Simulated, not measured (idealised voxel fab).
process module | voxel self aligned vias
cross-section cut | 250 nm wide | cells 5 nm
A cross-section is a grid of square cells, given in bands from the top down. A band is one or more rows of cells.
Each band's line starts with the height of the band's top and of its bottom, in nm. Then come its materials from left to right, each with its width in nm. One material with "throughout" fills the band from edge to edge. "air" is empty space.
Height 0 is the level under which the wafer as received is all one material. The lowest band goes on downwards, as in "0 down".
A width such as "30 to 40" changes by the same amount from each row of cells to the next, from the band's top row to its bottom row.
"no change" after a step means that no cell of the cross-section changed.
closed voids: empty space of 8 cells or more with no open way to the top, each as width x height at its distance from the left edge, in nm
after a step's settings: what the simulator itself notes on the step
overlay nm, on a step with a mask: how far to the right of its planned place the mask lay; to the left if negative
plan
1 op RECEIVE | material Si
2 op CONFORMAL_DEP | material SiO2 | thk nm 15
3 op CONFORMAL_DEP | material SiCN | thk nm 5
4 op DIRECTIONAL_DEP | material lowk | thk nm 25
5 op MASKED_ETCH | tone open | mask id LINES | width nm 25 | pitch nm 60 | etch materials lowk | depth nm 25 | overlay nm 0
6 op CONFORMAL_DEP | material TiN | thk nm 5
7 op FILL_DEP | material Ru | thk nm 5
8 op CMP | height nm 45
9 op SELECTIVE_ETCH | etch materials W Ru TiN | depth nm 10
10 op FILL_DEP | material SiN | thk nm 5
11 op CMP | height nm 45
12 op DIRECTIONAL_DEP | material lowk | thk nm 20
13 op PATTERN | tone open | mask id VIAS | material resist | width nm 45 | thk nm 20 | overlay nm 0
14 op DIRECTIONAL_ETCH | etch materials lowk | depth nm 20
15 op DIRECTIONAL_ETCH | etch materials SiN | depth nm 10
16 op STRIP | etch materials resist
17 op CONFORMAL_DEP | material TiN | thk nm 5
18 op FILL_DEP | material Ru | thk nm 5
19 op CMP | height nm 65
20 op CONFORMAL_DEP | material SiCN | thk nm 5
as received, after step 1
  0 down: Si throughout
  closed voids: none
first wafer at the end, as planned
  70 to 65: SiCN throughout
  65 to 50: lowk 70 | TiN 5 | Ru 35 | TiN 5 | lowk 135
  50 to 45: lowk 70 | TiN 15 | Ru 15 | TiN 15 | lowk 135
  45 to 40: lowk 80 | TiN 5 | Ru 15 | TiN 5 | lowk 35 | SiN 25 | lowk 85
  40 to 35: lowk 80 | TiN 25 | lowk 35 | SiN 25 | lowk 85
  35 to 25: lowk 80 | TiN 5 | Ru 15 | TiN 5 | lowk 35 | TiN 5 | Ru 15 | TiN 5 | lowk 85
  25 to 20: lowk 80 | TiN 25 | lowk 35 | TiN 25 | lowk 85
  20 to 15: SiCN throughout
  15 to 0: SiO2 throughout
  0 down: Si throughout
  closed voids: none
second wafer at the end: like start, like plan, one mistake
  70 to 65: SiCN throughout
  65 to 50: lowk 70 | TiN 5 | Ru 35 | TiN 5 | lowk 135
  50 to 45: lowk 70 | TiN 15 | Ru 15 | TiN 15 | lowk 135
  45 to 40: lowk 80 | TiN 5 | Ru 15 | TiN 5 | lowk 35 | SiN 25 | lowk 85
  40 to 35: lowk 80 | TiN 25 | lowk 35 | SiN 25 | lowk 85
  35 to 25: lowk 80 | SiN 5 | Ru 15 | SiN 5 | lowk 35 | SiN 5 | Ru 15 | SiN 5 | lowk 85
  25 to 20: lowk 80 | SiN 25 | lowk 35 | SiN 25 | lowk 85
  20 to 15: SiCN throughout
  15 to 0: SiO2 throughout
  0 down: Si throughout
  closed voids: none
what went wrong: step 6 ran as: op CONFORMAL_DEP | material SiN | thk nm 5
at the end the second wafer has, in cells: 18 more of SiN | 18 fewer of TiN
